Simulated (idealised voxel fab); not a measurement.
The following is a process module called voxel capacitor over wiring.
The width of the displayed cross-section, cut, is 235 nm; its cells are square, with a size of 5 nm.
Reading order for cross-sections: top band down to bottom band. Underlying form: a grid of square cells. Band size: one or more rows of cells.
For a band, the entry starts with two heights in nm, that of the top and then that of the bottom, and carries on with the band's materials in order from left to right, each alongside its width in nm; the word "throughout" beside a single material means it fills the band edge to edge, and "empty" means empty space.
Convention: height 0 is the level below which the wafer, as received, is all one material. The lowest band does not terminate at the bottom but continues downward, represented as "0 and below".
A width given as "30 to 40" starts at the first number in the band's top row and ends at the second number in its bottom row, shifting by an equal amount at every step from row to row.
When a step is marked "no modifications", none of the cells in the cross-section changed during that step.
"Enclosed void inventory" contains a list of empty spaces, each no smaller than 8 cells and without an open way to the top, written in the form width x height at distance with the distance from the left edge and all three in nm.
after a step's settings: what the simulator itself notes on the step
overlay nm: right-of-plan distance of the mask on a masked step; negative values mean left-of-plan.
Each pair of cross-sections that follows straddles one process step: the one shows the state before the step, the other the state after it, down to the lowest band that changed and no further. The step in question, and its settings, are given under the pair. Note that a pair is not necessarily a continuation of the pair above it, since pairs can come from different runs of this module on the same starting wafer; it is a continuation only where its entry headed "Pre-step snapshot" says so.

### Pre-step snapshot
- 0 and below = Si throughout
- Enclosed void inventory: none

### Post-Process Section
- 15 down to 0 = SiO2 throughout
- Below 0, no change.
- Enclosed void inventory: none
Can you say which step sits between the two cross-sections above? CONFORMAL_DEP: material SiO2, thk nm 15

Pre-step snapshot: no separate figure, the pair right above already shows it after its step.

### Post-Process Section
- 20 down to 15 = SiCN throughout
- Below 15, no change.
- Enclosed void inventory: none
Can you say which step sits between the two cross-sections above? CONFORMAL_DEP: material SiCN, thk nm 5

Pre-step snapshot: no separate figure, the pair right above already shows it after its step.

### Post-Process Section
- 35 down to 20 = SiO2 throughout
- Below 20, no change.
- Enclosed void inventory: none
Can you say which step sits between the two cross-sections above? DIRECTIONAL_DEP: material SiO2, thk nm 15

Pre-step snapshot: no separate figure, the pair right above already shows it after its step.

### Post-Process Section
- 45 down to 35 = aC throughout
- Below 35, no change.
- Enclosed void inventory: none
Can you say which step sits between the two cross-sections above? DIRECTIONAL_DEP: material aC, thk nm 10

Pre-step snapshot: no separate figure, the pair right above already shows it after its step.

### Post-Process Section
- 70 down to 45 = 55 of resist | 30 of empty | 65 of resist | 30 of empty | 55 of resist
- Below 45, no change.
- Enclosed void inventory: none
Can you say which step sits between the two cross-sections above? PATTERN: tone open, mask id METAL_1, material resist, width nm 30, pitch nm 95, thk nm 25, overlay nm 0

Pre-step snapshot: no separate figure, the pair right above already shows it after its step.

### Post-Process Section
- 60 down to 45 = 55 of resist | 30 of empty | 65 of resist | 30 of empty | 55 of resist
- 45 down to 35 = 55 of aC | 30 of empty | 65 of aC | 30 of empty | 55 of aC
- Below 35, no change.
- Enclosed void inventory: none
Can you say which step sits between the two cross-sections above? DIRECTIONAL_ETCH: etch materials aC, depth nm 10

Pre-step snapshot: no separate figure, the pair right above already shows it after its step.

### Post-Process Section
- 45 down to 35 = 55 of aC | 30 of empty | 65 of aC | 30 of empty | 55 of aC
- Below 35, no change.
- Enclosed void inventory: none
Can you say which step sits between the two cross-sections above? STRIP: etch materials resist

Pre-step snapshot: no separate figure, the pair right above already shows it after its step.

### Post-Process Section
- 45 down to 35 = 55 of aC | 30 of empty | 65 of aC | 30 of empty | 55 of aC
- 35 down to 20 = 55 of SiO2 | 30 of empty | 65 of SiO2 | 30 of empty | 55 of SiO2
- Below 20, no change.
- Enclosed void inventory: none
Can you say which step sits between the two cross-sections above? DIRECTIONAL_ETCH: etch materials SiO2, depth nm 15

Pre-step snapshot: no separate figure, the pair right above already shows it after its step.

### Post-Process Section
- 45 down to 35 = 55 of aC | 30 of empty | 65 of aC | 30 of empty | 55 of aC
- 35 down to 20 = 55 of SiO2 | 30 of empty | 65 of SiO2 | 30 of empty | 55 of SiO2
- 20 down to 15 = 55 of SiCN | 30 of empty | 65 of SiCN | 30 of empty | 55 of SiCN
- Below 15, no change.
- Enclosed void inventory: none
Can you say which step sits between the two cross-sections above? DIRECTIONAL_ETCH: etch materials SiCN, depth nm 5

Pre-step snapshot: no separate figure, the pair right above already shows it after its step.

### Post-Process Section
- 35 down to 20 = 55 of SiO2 | 30 of empty | 65 of SiO2 | 30 of empty | 55 of SiO2
- Below 20, no change.
- Enclosed void inventory: none
Can you say which step sits between the two cross-sections above? STRIP: etch materials aC

Pre-step snapshot: no separate figure, the pair right above already shows it after its step.

### Post-Process Section
- 40 down to 35 = 60 of TiN | 20 of empty | 75 of TiN | 20 of empty | 60 of TiN
- 35 down to 20 = 55 of SiO2 | 5 of TiN | 20 of empty | 5 of TiN | 65 of SiO2 | 5 of TiN | 20 of empty | 5 of TiN | 55 of SiO2
- 20 down to 15 = 55 of SiCN | 30 of TiN | 65 of SiCN | 30 of TiN | 55 of SiCN
- Below 15, no change.
- Enclosed void inventory: none
Can you say which step sits between the two cross-sections above? CONFORMAL_DEP: material TiN, thk nm 5

Pre-step snapshot: no separate figure, the pair right above already shows it after its step.

### Post-Process Section
- 45 down to 40 = Cu throughout
- 40 down to 35 = 60 of TiN | 20 of Cu | 75 of TiN | 20 of Cu | 60 of TiN
- 35 down to 20 = 55 of SiO2 | 5 of TiN | 20 of Cu | 5 of TiN | 65 of SiO2 | 5 of TiN | 20 of Cu | 5 of TiN | 55 of SiO2
- Below 20, no change.
- Enclosed void inventory: none
Can you say which step sits between the two cross-sections above? FILL_DEP: material Cu, thk nm 5

Pre-step snapshot: no separate figure, the pair right above already shows it after its step.

### Post-Process Section
- 35 down to 20 = 55 of SiO2 | 5 of TiN | 20 of Cu | 5 of TiN | 65 of SiO2 | 5 of TiN | 20 of Cu | 5 of TiN | 55 of SiO2
- Below 20, no change.
- Enclosed void inventory: none
Can you say which step sits between the two cross-sections above? CMP: height nm 35

Pre-step snapshot: no separate figure, the pair right above already shows it after its step.

### Post-Process Section
- 40 down to 35 = SiCN throughout
- Below 35, no change.
- Enclosed void inventory: none
Can you say which step sits between the two cross-sections above? CONFORMAL_DEP: material SiCN, thk nm 5

Pre-step snapshot: no separate figure, the pair right above already shows it after its step.

### Post-Process Section
- 55 down to 40 = SiO2 throughout
- Below 40, no change.
- Enclosed void inventory: none
Can you say which step sits between the two cross-sections above? DIRECTIONAL_DEP: material SiO2, thk nm 15

Pre-step snapshot: no separate figure, the pair right above already shows it after its step.

### Post-Process Section
- 55 down to 40 = 70 of SiO2 | 15 of empty | 150 of SiO2
- Below 40, no change.
- Enclosed void inventory: none
Can you say which step sits between the two cross-sections above? MASKED_ETCH: tone open, mask id PLUG_1, width nm 15, etch materials SiO2, depth nm 15, overlay nm 0

Pre-step snapshot: no separate figure, the pair right above already shows it after its step.

### Post-Process Section
- 55 down to 40 = 70 of SiO2 | 15 of empty | 150 of SiO2
- 40 down to 35 = 70 of SiCN | 15 of empty | 150 of SiCN
- Below 35, no change.
- Enclosed void inventory: none
Can you say which step sits between the two cross-sections above? MASKED_ETCH: tone open, mask id PLUG_1, width nm 15, etch materials SiCN, depth nm 5, overlay nm 0

Pre-step snapshot: no separate figure, the pair right above already shows it after its step.

### Post-Process Section
- 60 down to 55 = 75 of TiN | 5 of empty | 155 of TiN
- 55 down to 40 = 70 of SiO2 | 5 of TiN | 5 of empty | 5 of TiN | 150 of SiO2
- 40 down to 35 = 70 of SiCN | 15 of TiN | 150 of SiCN
- Below 35, no change.
- Enclosed void inventory: none
Can you say which step sits between the two cross-sections above? CONFORMAL_DEP: material TiN, thk nm 5

Pre-step snapshot: no separate figure, the pair right above already shows it after its step.

### Post-Process Section
- 70 down to 60 = Cu throughout
- 60 down to 55 = 75 of TiN | 5 of Cu | 155 of TiN
- 55 down to 40 = 70 of SiO2 | 5 of TiN | 5 of Cu | 5 of TiN | 150 of SiO2
- Below 40, no change.
- Enclosed void inventory: none
Can you say which step sits between the two cross-sections above? FILL_DEP: material Cu, thk nm 10

Pre-step snapshot: no separate figure, the pair right above already shows it after its step.

### Post-Process Section
- 55 down to 40 = 70 of SiO2 | 5 of TiN | 5 of Cu | 5 of TiN | 150 of SiO2
- Below 40, no change.
- Enclosed void inventory: none
Can you say which step sits between the two cross-sections above? CMP: height nm 55

Pre-step snapshot: no separate figure, the pair right above already shows it after its step.

### Post-Process Section
- 65 down to 55 = TiN throughout
- Below 55, no change.
- Enclosed void inventory: none
Can you say which step sits between the two cross-sections above? DIRECTIONAL_DEP: material TiN, thk nm 10

Pre-step snapshot: no separate figure, the pair right above already shows it after its step.

### Post-Process Section
- 70 down to 65 = SiN throughout
- Below 65, no change.
- Enclosed void inventory: none
Can you say which step sits between the two cross-sections above? DIRECTIONAL_DEP: material SiN, thk nm 5

Pre-step snapshot: no separate figure, the pair right above already shows it after its step.

### Post-Process Section
- 75 down to 70 = TiN throughout
- Below 70, no change.
- Enclosed void inventory: none
Can you say which step sits between the two cross-sections above? DIRECTIONAL_DEP: material TiN, thk nm 5

Pre-step snapshot: no separate figure, the pair right above already shows it after its step.

### Post-Process Section
- 95 down to 75 = 70 of empty | 70 of resist | 95 of empty
- Below 75, no change.
- Enclosed void inventory: none
Can you say which step sits between the two cross-sections above? PATTERN: tone cover, mask id UPPER_PLATE, material resist, width nm 70, thk nm 20, overlay nm 0

Pre-step snapshot: no separate figure, the pair right above already shows it after its step.

### Post-Process Section
- 95 down to 75 = 70 of empty | 70 of resist | 95 of empty
- 75 down to 70 = 70 of empty | 70 of TiN | 95 of empty
- Below 70, no change.
- Enclosed void inventory: none
Can you say which step sits between the two cross-sections above? DIRECTIONAL_ETCH: etch materials TiN, depth nm 5

Pre-step snapshot: no separate figure, the pair right above already shows it after its step.

### Post-Process Section
- 95 down to 75 = 70 of empty | 70 of resist | 95 of empty
- 75 down to 70 = 70 of empty | 70 of TiN | 95 of empty
- 70 down to 65 = 70 of empty | 70 of SiN | 95 of empty
- Below 65, no change.
- Enclosed void inventory: none
Can you say which step sits between the two cross-sections above? DIRECTIONAL_ETCH: etch materials SiN, depth nm 5

Pre-step snapshot: no separate figure, the pair right above already shows it after its step.

### Post-Process Section
- 75 down to 70 = 70 of empty | 70 of TiN | 95 of empty
- Below 70, no change.
- Enclosed void inventory: none
Can you say which step sits between the two cross-sections above? STRIP: etch materials resist

Pre-step snapshot: no separate figure, the pair right above already shows it after its step.

### Post-Process Section
- 95 down to 75 = 65 of empty | 80 of resist | 90 of empty
- 75 down to 70 = 65 of empty | 5 of resist | 70 of TiN | 5 of resist | 90 of empty
- 70 down to 65 = 65 of empty | 5 of resist | 70 of SiN | 5 of resist | 90 of empty
- Below 65, no change.
- Enclosed void inventory: none
Can you say which step sits between the two cross-sections above? PATTERN: tone cover, mask id LOWER_PLATE, material resist, width nm 80, thk nm 20, overlay nm 0

Pre-step snapshot: no separate figure, the pair right above already shows it after its step.

### Post-Process Section
- 95 down to 75 = 65 of empty | 80 of resist | 90 of empty
- 75 down to 70 = 65 of empty | 5 of resist | 70 of TiN | 5 of resist | 90 of empty
- 70 down to 65 = 65 of empty | 5 of resist | 70 of SiN | 5 of resist | 90 of empty
- 65 down to 55 = 65 of empty | 80 of TiN | 90 of empty
- Below 55, no change.
- Enclosed void inventory: none
Can you say which step sits between the two cross-sections above? DIRECTIONAL_ETCH: etch materials TiN, depth nm 10

Pre-step snapshot: no separate figure, the pair right above already shows it after its step.

### Post-Process Section
- 75 down to 70 = 70 of empty | 70 of TiN | 95 of empty
- 70 down to 65 = 70 of empty | 70 of SiN | 95 of empty
- Below 65, no change.
- Enclosed void inventory: none
Can you say which step sits between the two cross-sections above? STRIP: etch materials resist

Pre-step snapshot: no separate figure, the pair right above already shows it after its step.

### Post-Process Section
- 95 down to 75 = SiO2 throughout
- 75 down to 70 = 70 of SiO2 | 70 of TiN | 95 of SiO2
- 70 down to 65 = 70 of SiO2 | 70 of SiN | 95 of SiO2
- 65 down to 55 = 65 of SiO2 | 80 of TiN | 90 of SiO2
- Below 55, no change.
- Enclosed void inventory: none
Can you say which step sits between the two cross-sections above? FILL_DEP: material SiO2, thk nm 20

Pre-step snapshot: no separate figure, the pair right above already shows it after its step.

### Post-Process Section
- 90 down to 75 = SiO2 throughout
- Below 75, no change.
- Enclosed void inventory: none
Can you say which step sits between the two cross-sections above? CMP: height nm 90

Pre-step snapshot: no separate figure, the pair right above already shows it after its step.

### Post-Process Section
- 100 down to 90 = aC throughout
- Below 90, no change.
- Enclosed void inventory: none
Can you say which step sits between the two cross-sections above? DIRECTIONAL_DEP: material aC, thk nm 10

Pre-step snapshot: no separate figure, the pair right above already shows it after its step.

### Post-Process Section
- 130 down to 100 = 80 of resist | 15 of empty | 140 of resist
- Below 100, no change.
- Enclosed void inventory: none
Can you say which step sits between the two cross-sections above? PATTERN: tone open, mask id PLUG_2, material resist, width nm 15, thk nm 30, overlay nm 0

Pre-step snapshot: no separate figure, the pair right above already shows it after its step.

### Post-Process Section
- 120 down to 100 = 80 of resist | 15 of empty | 140 of resist
- 100 down to 90 = 80 of aC | 15 of empty | 140 of aC
- Below 90, no change.
- Enclosed void inventory: none
Can you say which step sits between the two cross-sections above? DIRECTIONAL_ETCH: etch materials aC, depth nm 10

Pre-step snapshot: no separate figure, the pair right above already shows it after its step.

### Post-Process Section
- 100 down to 90 = 80 of aC | 15 of empty | 140 of aC
- Below 90, no change.
- Enclosed void inventory: none
Can you say which step sits between the two cross-sections above? STRIP: etch materials resist

Pre-step snapshot: no separate figure, the pair right above already shows it after its step.

### Post-Process Section
- 100 down to 90 = 80 of aC | 15 of empty | 140 of aC
- 90 down to 75 = 80 of SiO2 | 15 of empty | 140 of SiO2
- Below 75, no change.
- Enclosed void inventory: none
Can you say which step sits between the two cross-sections above? DIRECTIONAL_ETCH: etch materials SiO2, depth nm 15

Pre-step snapshot: no separate figure, the pair right above already shows it after its step.

### Post-Process Section
- 90 down to 75 = 80 of SiO2 | 15 of empty | 140 of SiO2
- Below 75, no change.
- Enclosed void inventory: none
Can you say which step sits between the two cross-sections above? STRIP: etch materials aC

Pre-step snapshot: no separate figure, the pair right above already shows it after its step.

### Post-Process Section
- 95 down to 90 = 85 of TiN | 5 of empty | 145 of TiN
- 90 down to 80 = 80 of SiO2 | 5 of TiN | 5 of empty | 5 of TiN | 140 of SiO2
- 80 down to 70 = 80 to 70 of SiO2 | 15 to 70 of TiN | 140 to 95 of SiO2
- Below 70, no change.
- Enclosed void inventory: none
Can you say which step sits between the two cross-sections above? CONFORMAL_DEP: material TiN, thk nm 5

Pre-step snapshot: no separate figure, the pair right above already shows it after its step.

### Post-Process Section
- 105 down to 95 = Ru throughout
- 95 down to 90 = 85 of TiN | 5 of Ru | 145 of TiN
- 90 down to 80 = 80 of SiO2 | 5 of TiN | 5 of Ru | 5 of TiN | 140 of SiO2
- Below 80, no change.
- Enclosed void inventory: none
Can you say which step sits between the two cross-sections above? FILL_DEP: material Ru, thk nm 10

Pre-step snapshot: no separate figure, the pair right above already shows it after its step.

### Post-Process Section
- 90 down to 80 = 80 of SiO2 | 5 of TiN | 5 of Ru | 5 of TiN | 140 of SiO2
- Below 80, no change.
- Enclosed void inventory: none
Can you say which step sits between the two cross-sections above? CMP: height nm 90

Pre-step snapshot: no separate figure, the pair right above already shows it after its step.

### Post-Process Section
- 95 down to 90 = SiCN throughout
- Below 90, no change.
- Enclosed void inventory: none
Can you say which step sits between the two cross-sections above? CONFORMAL_DEP: material SiCN, thk nm 5

### Pre-step snapshot
- 65 down to 55 = TiN throughout
- 55 down to 40 = 70 of SiO2 | 5 of TiN | 5 of Cu | 5 of TiN | 150 of SiO2
- 40 down to 35 = 70 of SiCN | 15 of TiN | 150 of SiCN
- 35 down to 20 = 55 of SiO2 | 5 of TiN | 20 of Cu | 5 of TiN | 65 of SiO2 | 5 of TiN | 20 of Cu | 5 of TiN | 55 of SiO2
- 20 down to 15 = 55 of SiCN | 30 of TiN | 65 of SiCN | 30 of TiN | 55 of SiCN
- 15 down to 0 = SiO2 throughout
- 0 and below = Si throughout
- Enclosed void inventory: none

### Post-Process Section
- 70 down to 55 = TiN throughout
- Below 55, no change.
- Enclosed void inventory: none
Can you say which step sits between the two cross-sections above? DIRECTIONAL_DEP: material TiN, thk nm 5

Pre-step snapshot: no separate figure, the pair right above already shows it after its step.

### Post-Process Section
- 90 down to 70 = 70 of empty | 70 of resist | 95 of empty
- Below 70, no change.
- Enclosed void inventory: none
Can you say which step sits between the two cross-sections above? PATTERN: tone cover, mask id UPPER_PLATE, material resist, width nm 70, thk nm 20, overlay nm 0

Pre-step snapshot: no separate figure, the pair right above already shows it after its step.

### Post-Process Section
- 90 down to 70 = 70 of empty | 70 of resist | 95 of empty
- 70 down to 65 = 70 of empty | 70 of TiN | 95 of empty
- Below 65, no change.
- Enclosed void inventory: none
Can you say which step sits between the two cross-sections above? DIRECTIONAL_ETCH: etch materials TiN, depth nm 5

Pre-step snapshot: no separate figure, the pair right above already shows it after its step.

### Post-Process Section
- 70 down to 65 = 70 of empty | 70 of TiN | 95 of empty
- Below 65, no change.
- Enclosed void inventory: none
Can you say which step sits between the two cross-sections above? STRIP: etch materials resist

Pre-step snapshot: no separate figure, the pair right above already shows it after its step.

### Post-Process Section
- 90 down to 70 = 65 of empty | 80 of resist | 90 of empty
- 70 down to 65 = 65 of empty | 5 of resist | 70 of TiN | 5 of resist | 90 of empty
- Below 65, no change.
- Enclosed void inventory: none
Can you say which step sits between the two cross-sections above? PATTERN: tone cover, mask id LOWER_PLATE, material resist, width nm 80, thk nm 20, overlay nm 0

Pre-step snapshot: no separate figure, the pair right above already shows it after its step.

### Post-Process Section
- 90 down to 70 = 65 of empty | 80 of resist | 90 of empty
- 70 down to 65 = 65 of empty | 5 of resist | 70 of TiN | 5 of resist | 90 of empty
- 65 down to 55 = 65 of empty | 80 of TiN | 90 of empty
- Below 55, no change.
- Enclosed void inventory: none
Can you say which step sits between the two cross-sections above? DIRECTIONAL_ETCH: etch materials TiN, depth nm 10

Pre-step snapshot: no separate figure, the pair right above already shows it after its step.

### Post-Process Section
- 70 down to 65 = 70 of empty | 70 of TiN | 95 of empty
- Below 65, no change.
- Enclosed void inventory: none
Can you say which step sits between the two cross-sections above? STRIP: etch materials resist

Pre-step snapshot: no separate figure, the pair right above already shows it after its step.

### Post-Process Section
- 90 down to 70 = SiO2 throughout
- 70 down to 65 = 70 of SiO2 | 70 of TiN | 95 of SiO2
- 65 down to 55 = 65 of SiO2 | 80 of TiN | 90 of SiO2
- Below 55, no change.
- Enclosed void inventory: none
Can you say which step sits between the two cross-sections above? FILL_DEP: material SiO2, thk nm 20

Pre-step snapshot: no separate figure, the pair right above already shows it after its step.

### Post-Process Section
- 100 down to 90 = aC throughout
- Below 90, no change.
- Enclosed void inventory: none
Can you say which step sits between the two cross-sections above? DIRECTIONAL_DEP: material aC, thk nm 10

Pre-step snapshot: no separate figure, the pair right above already shows it after its step.

### Post-Process Section
- 130 down to 100 = 80 of resist | 15 of empty | 140 of resist
- Below 100, no change.
- Enclosed void inventory: none
Can you say which step sits between the two cross-sections above? PATTERN: tone open, mask id PLUG_2, material resist, width nm 15, thk nm 30, overlay nm 0

Pre-step snapshot: no separate figure, the pair right above already shows it after its step.

### Post-Process Section
- 120 down to 100 = 80 of resist | 15 of empty | 140 of resist
- 100 down to 90 = 80 of aC | 15 of empty | 140 of aC
- Below 90, no change.
- Enclosed void inventory: none
Can you say which step sits between the two cross-sections above? DIRECTIONAL_ETCH: etch materials aC, depth nm 10

Pre-step snapshot: no separate figure, the pair right above already shows it after its step.

### Post-Process Section
- 100 down to 90 = 80 of aC | 15 of empty | 140 of aC
- Below 90, no change.
- Enclosed void inventory: none
Can you say which step sits between the two cross-sections above? STRIP: etch materials resist

Pre-step snapshot: no separate figure, the pair right above already shows it after its step.

### Post-Process Section
- 100 down to 90 = 80 of aC | 15 of empty | 140 of aC
- 90 down to 75 = 80 of SiO2 | 15 of empty | 140 of SiO2
- Below 75, no change.
- Enclosed void inventory: none
Can you say which step sits between the two cross-sections above? DIRECTIONAL_ETCH: etch materials SiO2, depth nm 15

Pre-step snapshot: no separate figure, the pair right above already shows it after its step.

### Post-Process Section
- 90 down to 75 = 80 of SiO2 | 15 of empty | 140 of SiO2
- Below 75, no change.
- Enclosed void inventory: none
Can you say which step sits between the two cross-sections above? STRIP: etch materials aC

Pre-step snapshot: no separate figure, the pair right above already shows it after its step.

### Post-Process Section
- 95 down to 90 = 85 of TiN | 5 of empty | 145 of TiN
- 90 down to 80 = 80 of SiO2 | 5 of TiN | 5 of empty | 5 of TiN | 140 of SiO2
- 80 down to 75 = 80 of SiO2 | 15 of TiN | 140 of SiO2
- Below 75, no change.
- Enclosed void inventory: none
Can you say which step sits between the two cross-sections above? CONFORMAL_DEP: material TiN, thk nm 5

Pre-step snapshot: no separate figure, the pair right above already shows it after its step.

### Post-Process Section
- 105 down to 95 = Ru throughout
- 95 down to 90 = 85 of TiN | 5 of Ru | 145 of TiN
- 90 down to 80 = 80 of SiO2 | 5 of TiN | 5 of Ru | 5 of TiN | 140 of SiO2
- Below 80, no change.
- Enclosed void inventory: none
Can you say which step sits between the two cross-sections above? FILL_DEP: material Ru, thk nm 10

Pre-step snapshot: no separate figure, the pair right above already shows it after its step.

### Post-Process Section
- 90 down to 80 = 80 of SiO2 | 5 of TiN | 5 of Ru | 5 of TiN | 140 of SiO2
- Below 80, no change.
- Enclosed void inventory: none
Can you say which step sits between the two cross-sections above? CMP: height nm 90

Pre-step snapshot: no separate figure, the pair right above already shows it after its step.

### Post-Process Section
- 95 down to 90 = SiCN throughout
- Below 90, no change.
- Enclosed void inventory: none
Can you say which step sits between the two cross-sections above? CONFORMAL_DEP: material SiCN, thk nm 5

### Pre-step snapshot
- 55 down to 40 = 70 of SiO2 | 5 of TiN | 5 of Cu | 5 of TiN | 150 of SiO2
- 40 down to 35 = 70 of SiCN | 15 of TiN | 150 of SiCN
- 35 down to 20 = 55 of SiO2 | 5 of TiN | 20 of Cu | 5 of TiN | 65 of SiO2 | 5 of TiN | 20 of Cu | 5 of TiN | 55 of SiO2
- 20 down to 15 = 55 of SiCN | 30 of TiN | 65 of SiCN | 30 of TiN | 55 of SiCN
- 15 down to 0 = SiO2 throughout
- 0 and below = Si throughout
- Enclosed void inventory: none

### Post-Process Section
- 60 down to 55 = SiN throughout
- Below 55, no change.
- Enclosed void inventory: none
Can you say which step sits between the two cross-sections above? DIRECTIONAL_DEP: material SiN, thk nm 5

Pre-step snapshot: no separate figure, the pair right above already shows it after its step.

### Post-Process Section
- 70 down to 60 = TiN throughout
- Below 60, no change.
- Enclosed void inventory: none
Can you say which step sits between the two cross-sections above? DIRECTIONAL_DEP: material TiN, thk nm 10

Pre-step snapshot: no separate figure, the pair right above already shows it after its step.

### Post-Process Section
- 75 down to 60 = TiN throughout
- Below 60, no change.
- Enclosed void inventory: none
Can you say which step sits between the two cross-sections above? DIRECTIONAL_DEP: material TiN, thk nm 5

Pre-step snapshot: no separate figure, the pair right above already shows it after its step.

### Post-Process Section
- 95 down to 75 = 70 of empty | 70 of resist | 95 of empty
- Below 75, no change.
- Enclosed void inventory: none
Can you say which step sits between the two cross-sections above? PATTERN: tone cover, mask id UPPER_PLATE, material resist, width nm 70, thk nm 20, overlay nm 0

Pre-step snapshot: no separate figure, the pair right above already shows it after its step.

### Post-Process Section
- 95 down to 75 = 70 of empty | 70 of resist | 95 of empty
- 75 down to 70 = 70 of empty | 70 of TiN | 95 of empty
- Below 70, no change.
- Enclosed void inventory: none
Can you say which step sits between the two cross-sections above? DIRECTIONAL_ETCH: etch materials TiN, depth nm 5

Pre-step snapshot: no separate figure, the pair right above already shows it after its step.

### Post-Process Section
- 75 down to 70 = 70 of empty | 70 of TiN | 95 of empty
- Below 70, no change.
- Enclosed void inventory: none
Can you say which step sits between the two cross-sections above? STRIP: etch materials resist

Pre-step snapshot: no separate figure, the pair right above already shows it after its step.

### Post-Process Section
- 95 down to 75 = 65 of empty | 80 of resist | 90 of empty
- 75 down to 70 = 65 of empty | 5 of resist | 70 of TiN | 5 of resist | 90 of empty
- Below 70, no change.
- Enclosed void inventory: none
Can you say which step sits between the two cross-sections above? PATTERN: tone cover, mask id LOWER_PLATE, material resist, width nm 80, thk nm 20, overlay nm 0

Pre-step snapshot: no separate figure, the pair right above already shows it after its step.

### Post-Process Section
- 95 down to 75 = 65 of empty | 80 of resist | 90 of empty
- 75 down to 70 = 65 of empty | 5 of resist | 70 of TiN | 5 of resist | 90 of empty
- 70 down to 60 = 65 of empty | 80 of TiN | 90 of empty
- Below 60, no change.
- Enclosed void inventory: none
Can you say which step sits between the two cross-sections above? DIRECTIONAL_ETCH: etch materials TiN, depth nm 10

Pre-step snapshot: no separate figure, the pair right above already shows it after its step.

### Post-Process Section
- 75 down to 70 = 70 of empty | 70 of TiN | 95 of empty
- Below 70, no change.
- Enclosed void inventory: none
Can you say which step sits between the two cross-sections above? STRIP: etch materials resist

Pre-step snapshot: no separate figure, the pair right above already shows it after its step.

### Post-Process Section
- 95 down to 75 = SiO2 throughout
- 75 down to 70 = 70 of SiO2 | 70 of TiN | 95 of SiO2
- 70 down to 60 = 65 of SiO2 | 80 of TiN | 90 of SiO2
- Below 60, no change.
- Enclosed void inventory: none
Can you say which step sits between the two cross-sections above? FILL_DEP: material SiO2, thk nm 20

Pre-step snapshot: no separate figure, the pair right above already shows it after its step.

### Post-Process Section
- 90 down to 75 = SiO2 throughout
- Below 75, no change.
- Enclosed void inventory: none
Can you say which step sits between the two cross-sections above? CMP: height nm 90

Pre-step snapshot: no separate figure, the pair right above already shows it after its step.

### Post-Process Section
- 100 down to 90 = aC throughout
- Below 90, no change.
- Enclosed void inventory: none
Can you say which step sits between the two cross-sections above? DIRECTIONAL_DEP: material aC, thk nm 10

Pre-step snapshot: no separate figure, the pair right above already shows it after its step.

### Post-Process Section
- 130 down to 100 = 80 of resist | 15 of empty | 140 of resist
- Below 100, no change.
- Enclosed void inventory: none
Can you say which step sits between the two cross-sections above? PATTERN: tone open, mask id PLUG_2, material resist, width nm 15, thk nm 30, overlay nm 0

Pre-step snapshot: no separate figure, the pair right above already shows it after its step.

### Post-Process Section
- 120 down to 100 = 80 of resist | 15 of empty | 140 of resist
- 100 down to 90 = 80 of aC | 15 of empty | 140 of aC
- Below 90, no change.
- Enclosed void inventory: none
Can you say which step sits between the two cross-sections above? DIRECTIONAL_ETCH: etch materials aC, depth nm 10

Pre-step snapshot: no separate figure, the pair right above already shows it after its step.

### Post-Process Section
- 100 down to 90 = 80 of aC | 15 of empty | 140 of aC
- Below 90, no change.
- Enclosed void inventory: none
Can you say which step sits between the two cross-sections above? STRIP: etch materials resist

Pre-step snapshot: no separate figure, the pair right above already shows it after its step.

### Post-Process Section
- 100 down to 90 = 80 of aC | 15 of empty | 140 of aC
- 90 down to 75 = 80 of SiO2 | 15 of empty | 140 of SiO2
- Below 75, no change.
- Enclosed void inventory: none
Can you say which step sits between the two cross-sections above? DIRECTIONAL_ETCH: etch materials SiO2, depth nm 15

Pre-step snapshot: no separate figure, the pair right above already shows it after its step.

### Post-Process Section
- 90 down to 75 = 80 of SiO2 | 15 of empty | 140 of SiO2
- Below 75, no change.
- Enclosed void inventory: none
Can you say which step sits between the two cross-sections above? STRIP: etch materials aC

Pre-step snapshot: no separate figure, the pair right above already shows it after its step.

### Post-Process Section
- 95 down to 90 = 85 of TiN | 5 of empty | 145 of TiN
- 90 down to 80 = 80 of SiO2 | 5 of TiN | 5 of empty | 5 of TiN | 140 of SiO2
- 80 down to 70 = 80 to 70 of SiO2 | 15 to 70 of TiN | 140 to 95 of SiO2
- Below 70, no change.
- Enclosed void inventory: none
Can you say which step sits between the two cross-sections above? CONFORMAL_DEP: material TiN, thk nm 5

Pre-step snapshot: no separate figure, the pair right above already shows it after its step.

### Post-Process Section
- 105 down to 95 = Ru throughout
- 95 down to 90 = 85 of TiN | 5 of Ru | 145 of TiN
- 90 down to 80 = 80 of SiO2 | 5 of TiN | 5 of Ru | 5 of TiN | 140 of SiO2
- Below 80, no change.
- Enclosed void inventory: none
Can you say which step sits between the two cross-sections above? FILL_DEP: material Ru, thk nm 10

Pre-step snapshot: no separate figure, the pair right above already shows it after its step.

### Post-Process Section
- 90 down to 80 = 80 of SiO2 | 5 of TiN | 5 of Ru | 5 of TiN | 140 of SiO2
- Below 80, no change.
- Enclosed void inventory: none
Can you say which step sits between the two cross-sections above? CMP: height nm 90

Pre-step snapshot: no separate figure, the pair right above already shows it after its step.

### Post-Process Section
- 95 down to 90 = SiCN throughout
- Below 90, no change.
- Enclosed void inventory: none
Can you say which step sits between the two cross-sections above? CONFORMAL_DEP: material SiCN, thk nm 5

### Pre-step snapshot
- 45 down to 40 = Cu throughout
- 40 down to 35 = 60 of TiN | 20 of Cu | 75 of TiN | 20 of Cu | 60 of TiN
- 35 down to 20 = 55 of SiO2 | 5 of TiN | 20 of Cu | 5 of TiN | 65 of SiO2 | 5 of TiN | 20 of Cu | 5 of TiN | 55 of SiO2
- 20 down to 15 = 55 of SiCN | 30 of TiN | 65 of SiCN | 30 of TiN | 55 of SiCN
- 15 down to 0 = SiO2 throughout
- 0 and below = Si throughout
- Enclosed void inventory: none

### Post-Process Section
- 40 down to 35 = 60 of TiN | 20 of Cu | 75 of TiN | 20 of Cu | 60 of TiN
- Below 35, no change.
- Enclosed void inventory: none
Can you say which step sits between the two cross-sections above? CMP: height nm 40

Pre-step snapshot: no separate figure, the pair right above already shows it after its step.

### Post-Process Section
- 45 down to 40 = SiCN throughout
- Below 40, no change.
- Enclosed void inventory: none
Can you say which step sits between the two cross-sections above? CONFORMAL_DEP: material SiCN, thk nm 5

Pre-step snapshot: no separate figure, the pair right above already shows it after its step.

### Post-Process Section
- 60 down to 45 = SiO2 throughout
- Below 45, no change.
- Enclosed void inventory: none
Can you say which step sits between the two cross-sections above? DIRECTIONAL_DEP: material SiO2, thk nm 15
